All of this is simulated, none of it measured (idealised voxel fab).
voxel released beams: a process module
The cross-section on display is named cut; it measures 180 nm wide, and its cells are 5 nm squares.
A cross-section is a grid of square cells, given in bands from the top down. A band is one or more rows of cells. Heights first: top, then bottom, in nm. Then materials, left to right, each with a width in nm. "everywhere" on a single material: fills the band edge to edge. "empty": empty space. For the purposes of this specification, 0 denotes the height below which the wafer in its as-received condition is composed wholly of one material, and the lowermost band, lacking a lower limit, extends downward without end, as expressed in "z 0 and below". It should be noted that a width expressed as "30 to 40" varies in equal increments from row to row of cells within the band, taking the value of the first number at the top row and that of the second number at the bottom row. Any step labelled "remained unchanged" changed none of the cells in the cross-section. The label "Sealed internal cavities" introduces a list of the empty spaces, 8 cells or larger, that have no open way up to the top; each entry in it reads width x height at distance, where the distance is taken from the left edge and all three are stated in nm. Text after the settings on a step's line: the simulator's own remark on that step. overlay nm: how far to the right of its planned place the mask lay on this masked step (negative: to the left).
[Here's what the planned process steps look like]
1. RECEIVE: material Si
2. CONFORMAL_DEP: material SiN, thk nm 10
3. DIRECTIONAL_DEP: material SiO2, thk nm 15
4. PATTERN: tone open, mask id ANCHOR, material resist, width nm 35, thk nm 20, overlay nm 0
5. DIRECTIONAL_ETCH: etch materials SiO2, depth nm 15
6. STRIP: etch materials resist
7. CONFORMAL_DEP: material polySi, thk nm 10
8. PATTERN: tone cover, mask id BEAM, material resist, width nm 110, thk nm 15, overlay nm 0
9. DIRECTIONAL_ETCH: etch materials polySi, depth nm 10
10. STRIP: etch materials resist
11. STRIP: etch materials SiO2
[Account of the first of two wafers, which was processed as intended]
[Shown in cross-section is the wafer as received, that is, as it stands after step 1]
z 0 and below = Si everywhere
Sealed internal cavities: none
[Upon completion of step 2, the wafer appears in cross-section as shown]
z 10 to 0 = SiN everywhere
Everything under 0 stays put, no change at all.
[Upon completion of step 3, the wafer appears in cross-section as shown]
z 25 to 10 = SiO2 everywhere
Everything under 10 stays put, no change at all.
[Upon completion of step 4, the wafer appears in cross-section as shown]
z 45 to 25 = resist 35 nm / empty 35 nm / resist 110 nm
Everything under 25 stays put, no change at all.
[Upon completion of step 5, the wafer appears in cross-section as shown]
z 45 to 25 = resist 35 nm / empty 35 nm / resist 110 nm
z 25 to 10 = SiO2 35 nm / empty 35 nm / SiO2 110 nm
Everything under 10 stays put, no change at all.
[Upon completion of step 6, the wafer appears in cross-section as shown]
z 25 to 10 = SiO2 35 nm / empty 35 nm / SiO2 110 nm
Everything under 10 stays put, no change at all.
[Upon completion of step 7, the wafer appears in cross-section as shown]
z 35 to 25 = polySi 45 nm / empty 15 nm / polySi 120 nm
z 25 to 20 = SiO2 35 nm / polySi 10 nm / empty 15 nm / polySi 10 nm / SiO2 110 nm
z 20 to 10 = SiO2 35 nm / polySi 35 nm / SiO2 110 nm
Everything under 10 stays put, no change at all.
[Upon completion of step 8, the wafer appears in cross-section as shown]
z 50 to 35 = empty 30 nm / resist 110 nm / empty 40 nm
z 35 to 25 = polySi 45 nm / resist 15 nm / polySi 120 nm
z 25 to 20 = SiO2 35 nm / polySi 10 nm / resist 15 nm / polySi 10 nm / SiO2 110 nm
Everything under 20 stays put, no change at all.
[Upon completion of step 9, the wafer appears in cross-section as shown]
z 50 to 35 = empty 30 nm / resist 110 nm / empty 40 nm
z 35 to 25 = empty 30 nm / polySi 15 nm / resist 15 nm / polySi 80 nm / empty 40 nm
Everything under 25 stays put, no change at all.
[Upon completion of step 10, the wafer appears in cross-section as shown]
z 35 to 25 = empty 30 nm / polySi 15 nm / empty 15 nm / polySi 80 nm / empty 40 nm
z 25 to 20 = SiO2 35 nm / polySi 10 nm / empty 15 nm / polySi 10 nm / SiO2 110 nm
Everything under 20 stays put, no change at all.
[Upon completion of step 11, the wafer appears in cross-section as shown]
z 35 to 25 = empty 30 nm / polySi 15 nm / empty 15 nm / polySi 80 nm / empty 40 nm
z 25 to 20 = empty 35 nm / polySi 10 nm / empty 15 nm / polySi 10 nm / empty 110 nm
z 20 to 10 = empty 35 nm / polySi 35 nm / empty 110 nm
Everything under 10 stays put, no change at all.
[Second wafer - shared start and plan with the first - one error in running - same as the first up to step 3 inclusive]
[The second wafer in cross-section, at the planned close of step 4]
z 45 to 25 = resist 40 nm / empty 30 nm / resist 110 nm
Everything under 25 stays put, no change at all.
[The second wafer in cross-section, at the planned close of step 5]
z 45 to 25 = resist 40 nm / empty 30 nm / resist 110 nm
z 25 to 10 = SiO2 40 nm / empty 30 nm / SiO2 110 nm
Everything under 10 stays put, no change at all.
[The second wafer in cross-section, at the planned close of step 6]
z 25 to 10 = SiO2 40 nm / empty 30 nm / SiO2 110 nm
Everything under 10 stays put, no change at all.
[The second wafer in cross-section, at the planned close of step 7]
z 35 to 25 = polySi 50 nm / empty 10 nm / polySi 120 nm
z 25 to 20 = SiO2 40 nm / polySi 10 nm / empty 10 nm / polySi 10 nm / SiO2 110 nm
z 20 to 10 = SiO2 40 nm / polySi 30 nm / SiO2 110 nm
Everything under 10 stays put, no change at all.
[The second wafer in cross-section, at the planned close of step 8]
z 50 to 35 = empty 30 nm / resist 110 nm / empty 40 nm
z 35 to 25 = polySi 50 nm / resist 10 nm / polySi 120 nm
z 25 to 20 = SiO2 40 nm / polySi 10 nm / resist 10 nm / polySi 10 nm / SiO2 110 nm
Everything under 20 stays put, no change at all.
[The second wafer in cross-section, at the planned close of step 9]
z 50 to 35 = empty 30 nm / resist 110 nm / empty 40 nm
z 35 to 25 = empty 30 nm / polySi 20 nm / resist 10 nm / polySi 80 nm / empty 40 nm
Everything under 25 stays put, no change at all.
[The second wafer in cross-section, at the planned close of step 10]
z 35 to 25 = empty 30 nm / polySi 20 nm / empty 10 nm / polySi 80 nm / empty 40 nm
z 25 to 20 = SiO2 40 nm / polySi 10 nm / empty 10 nm / polySi 10 nm / SiO2 110 nm
Everything under 20 stays put, no change at all.
[The second wafer in cross-section, at the planned close of step 11]
z 35 to 25 = empty 30 nm / polySi 20 nm / empty 10 nm / polySi 80 nm / empty 40 nm
z 25 to 20 = empty 40 nm / polySi 10 nm / empty 10 nm / polySi 10 nm / empty 110 nm
z 20 to 10 = empty 40 nm / polySi 30 nm / empty 110 nm
Everything under 10 stays put, no change at all.
Nonconformance to the process plan: step 4, actual vs plan mismatch, actual run PATTERN: tone open, mask id ANCHOR, material resist, width nm 30, thk nm 20, overlay nm 0
Matching per-material cell counts, mismatched positions: that is how the second wafer compares with the first at the end.
